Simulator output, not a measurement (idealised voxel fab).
The process module presented herein is designated voxel tone inversion.
The cross-section on display is named cut; it measures 160 nm wide, and its cells are 5 nm squares.
Cross-section format: a grid of square cells, given as bands from top to bottom; each band is one or more rows of cells. In this notation a band is specified by the heights of its top and bottom, in that order and in nm, after which its materials appear from left to right, each paired with its width in nm. The word "everywhere" attached to a single material means that material fills the band from edge to edge; the word "air" stands for empty space. All heights in this document are referenced to 0, defined as the level beneath which the wafer, as received, consists entirely of one material. The lowest band is not bounded below; it extends indefinitely downward and is written in the form "0..down". Note: "30..40" means the width goes from the first number (top row of the band) to the second number (bottom row) in equal steps per row of cells. It should be understood that the words "remained the same", when stated for a given step, signify that the cross-section underwent no change in any of its cells during that step. Entry "Unvented voids" = empty spaces >= 8 cells with no open way to the top; each as width x height at distance, distance from left edge, all nm. On each step's line, the part that comes after the settings is the simulator's own comment on the step. overlay nm: for a step with a mask, the amount by which the mask lay right of where it was planned; a negative amount means left of it.

[The process steps that were planned are listed below]
1,RECEIVE [material Si]
2,CONFORMAL_DEP [material SiCN] [thk nm 5]
3,DIRECTIONAL_DEP [material aC] [thk nm 15]
4,PATTERN [tone cover] [mask id POSTS] [material resist] [width nm 20] [pitch nm 35] [thk nm 25] [overlay nm 0]
5,DIRECTIONAL_ETCH [etch materials aC] [depth nm 15]
6,STRIP [etch materials resist]
7,FILL_DEP [material SiO2] [thk nm 10]
8,CMP [height nm 20]
9,STRIP [etch materials aC]

[First of two wafers, with the run carried out as planned]

[As-received state of the wafer in cross-section, equivalent to post-step 1]
  0..down | Si everywhere
  Unvented voids: none

[Cross-section of the wafer after step 2]
  5..0 | SiCN everywhere
  Unchanged below 0.

[Cross-section of the wafer after step 3]
  20..5 | aC everywhere
  Unchanged below 5.

[Cross-section of the wafer after step 4]
  45..20 | air 15 nm  resist 20 nm  air 15 nm  resist 20 nm  air 15 nm  resist 20 nm  air 15 nm  resist 20 nm  air 20 nm
  Unchanged below 20.

[Cross-section of the wafer after step 5]
  30..20 | air 15 nm  resist 20 nm  air 15 nm  resist 20 nm  air 15 nm  resist 20 nm  air 15 nm  resist 20 nm  air 20 nm
  20..5 | air 15 nm  aC 20 nm  air 15 nm  aC 20 nm  air 15 nm  aC 20 nm  air 15 nm  aC 20 nm  air 20 nm
  Unchanged below 5.

[Cross-section of the wafer after step 6]
  20..5 | air 15 nm  aC 20 nm  air 15 nm  aC 20 nm  air 15 nm  aC 20 nm  air 15 nm  aC 20 nm  air 20 nm
  Unchanged below 5.

[Cross-section of the wafer after step 7]
  30..20 | SiO2 everywhere
  20..5 | SiO2 15 nm  aC 20 nm  SiO2 15 nm  aC 20 nm  SiO2 15 nm  aC 20 nm  SiO2 15 nm  aC 20 nm  SiO2 20 nm
  Unchanged below 5.

[Cross-section of the wafer after step 8]
  20..5 | SiO2 15 nm  aC 20 nm  SiO2 15 nm  aC 20 nm  SiO2 15 nm  aC 20 nm  SiO2 15 nm  aC 20 nm  SiO2 20 nm
  Unchanged below 5.

[Cross-section of the wafer after step 9]
  20..5 | SiO2 15 nm  air 20 nm  SiO2 15 nm  air 20 nm  SiO2 15 nm  air 20 nm  SiO2 15 nm  air 20 nm  SiO2 20 nm
  Unchanged below 5.

[Regarding the second of the two wafers: it shared the first wafer's starting condition and process plan, yet one error occurred during its execution. Its history coincides with that of the first wafer up to and including step 3]

[Cross-section of the second wafer at the time by which step 4 should have been completed according to the plan]
  45..20 | air 20 nm  resist 15 nm  air 20 nm  resist 15 nm  air 20 nm  resist 15 nm  air 20 nm  resist 15 nm  air 20 nm
  Unchanged below 20.

[Cross-section of the second wafer at the time by which step 5 should have been completed according to the plan]
  30..20 | air 20 nm  resist 15 nm  air 20 nm  resist 15 nm  air 20 nm  resist 15 nm  air 20 nm  resist 15 nm  air 20 nm
  20..5 | air 20 nm  aC 15 nm  air 20 nm  aC 15 nm  air 20 nm  aC 15 nm  air 20 nm  aC 15 nm  air 20 nm
  Unchanged below 5.

[Cross-section of the second wafer at the time by which step 6 should have been completed according to the plan]
  20..5 | air 20 nm  aC 15 nm  air 20 nm  aC 15 nm  air 20 nm  aC 15 nm  air 20 nm  aC 15 nm  air 20 nm
  Unchanged below 5.

[Cross-section of the second wafer at the time by which step 7 should have been completed according to the plan]
  30..20 | SiO2 everywhere
  20..5 | SiO2 20 nm  aC 15 nm  SiO2 20 nm  aC 15 nm  SiO2 20 nm  aC 15 nm  SiO2 20 nm  aC 15 nm  SiO2 20 nm
  Unchanged below 5.

[Cross-section of the second wafer at the time by which step 8 should have been completed according to the plan]
  20..5 | SiO2 20 nm  aC 15 nm  SiO2 20 nm  aC 15 nm  SiO2 20 nm  aC 15 nm  SiO2 20 nm  aC 15 nm  SiO2 20 nm
  Unchanged below 5.

[Cross-section of the second wafer at the time by which step 9 should have been completed according to the plan]
  20..5 | SiO2 20 nm  air 15 nm  SiO2 20 nm  air 15 nm  SiO2 20 nm  air 15 nm  SiO2 20 nm  air 15 nm  SiO2 20 nm
  Unchanged below 5.
Error vs. plan: contrary to plan, step 4 was performed as PATTERN [tone cover] [mask id POSTS] [material resist] [width nm 15] [pitch nm 35] [thk nm 25] [overlay nm 0]
Upon completion, the second wafer contains, in terms of cells, a greater or smaller amount of certain materials than the first wafer: SiO2: 12 more
